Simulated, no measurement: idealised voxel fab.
You're looking at the process module voxel self aligned vias.
Pictured: cross-section cut, 170 nm wide, on a grid of 5 nm square cells.
Notation: cross-section as square-cell grid; stated in bands, top first, going down; one or more cell rows per band.
For a band, the entry starts with two heights in nm, that of the top and then that of the bottom, and carries on with the band's materials in order from left to right, each alongside its width in nm; the word "all across" beside a single material means it fills the band edge to edge, and "air" means empty space.
Measure heights from 0. That's the level where, below it, the as-received wafer is all one material. The lowest band is bottomless and extends downward; write it as in "0 and below".
It should be noted that a width expressed as "30..40" varies in equal increments from row to row of cells within the band, taking the value of the first number at the top row and that of the second number at the bottom row.
The designation "nothing altered", where it is given for a processing step, indicates that no cell of the cross-section was altered in the course of that step.
Look at "Closed cavities" for the closed voids: empty spaces with no open path to the top, sized 8 cells or up. Each is width x height at distance, distance from the left edge, all nm.
It should be noted that, on the line of a given step, the content following the step's settings is a remark produced by the simulator itself with respect to that step.
overlay nm: right-of-plan distance of the mask on a masked step; negative values mean left-of-plan.
The process steps that were planned are listed below
- 1: RECEIVE, material Si
- 2: CONFORMAL_DEP, material SiO2, thk nm 15
- 3: CONFORMAL_DEP, material SiCN, thk nm 5
- 4: DIRECTIONAL_DEP, material SiO2, thk nm 30
- 5: MASKED_ETCH, tone open, mask id LINES, width nm 30, pitch nm 75, etch materials SiO2, depth nm 30, overlay nm 0
- 6: CONFORMAL_DEP, material TiN, thk nm 5
- 7: FILL_DEP, material W, thk nm 5
- 8: CMP, height nm 50
- 9: SELECTIVE_ETCH, etch materials W Ru TiN, depth nm 10
- 10: FILL_DEP, material SiN, thk nm 5
- 11: CMP, height nm 50
- 12: DIRECTIONAL_DEP, material SiO2, thk nm 20
- 13: PATTERN, tone open, mask id VIAS, material resist, width nm 50, pitch nm 75, thk nm 20, overlay nm 0
- 14: DIRECTIONAL_ETCH, etch materials SiO2, depth nm 20
- 15: DIRECTIONAL_ETCH, etch materials SiN, depth nm 10
- 16: STRIP, etch materials resist
- 17: CONFORMAL_DEP, material TiN, thk nm 5
- 18: FILL_DEP, material Cu, thk nm 5
- 19: CMP, height nm 70
- 20: CONFORMAL_DEP, material SiCN, thk nm 5
Wafer cross-section on receipt, i.e. after step 1
> 0 and below | Si all across
> Closed cavities: none
Starting wafer: above. Plan: above. Run: one mistake. Cross-section after the module: below
> 75 down to 70 | SiCN all across
> 70 down to 55 | 20 SiO2 | 5 TiN | 40 Cu | 5 TiN | 25 SiO2 | 5 TiN | 40 Cu | 5 TiN | 25 SiO2
> 55 down to 50 | 20 SiO2 | 50 TiN | 25 SiO2 | 50 TiN | 25 SiO2
> 50 down to 40 | 20 SiN | 10 TiN | 30 SiO2 | 10 TiN | 25 SiN | 10 TiN | 30 SiO2 | 10 TiN | 25 SiN
> 40 down to 25 | 25 W | 5 TiN | 30 SiO2 | 5 TiN | 35 W | 5 TiN | 30 SiO2 | 5 TiN | 30 W
> 25 down to 20 | 30 TiN | 30 SiO2 | 45 TiN | 30 SiO2 | 35 TiN
> 20 down to 15 | SiCN all across
> 15 down to 0 | SiO2 all across
> 0 and below | Si all across
> Closed cavities: none
What was the processing mistake? planned and actual differ for step 5; actual: MASKED_ETCH, tone cover, mask id LINES, width nm 30, pitch nm 75, etch materials SiO2, depth nm 30, overlay nm 0
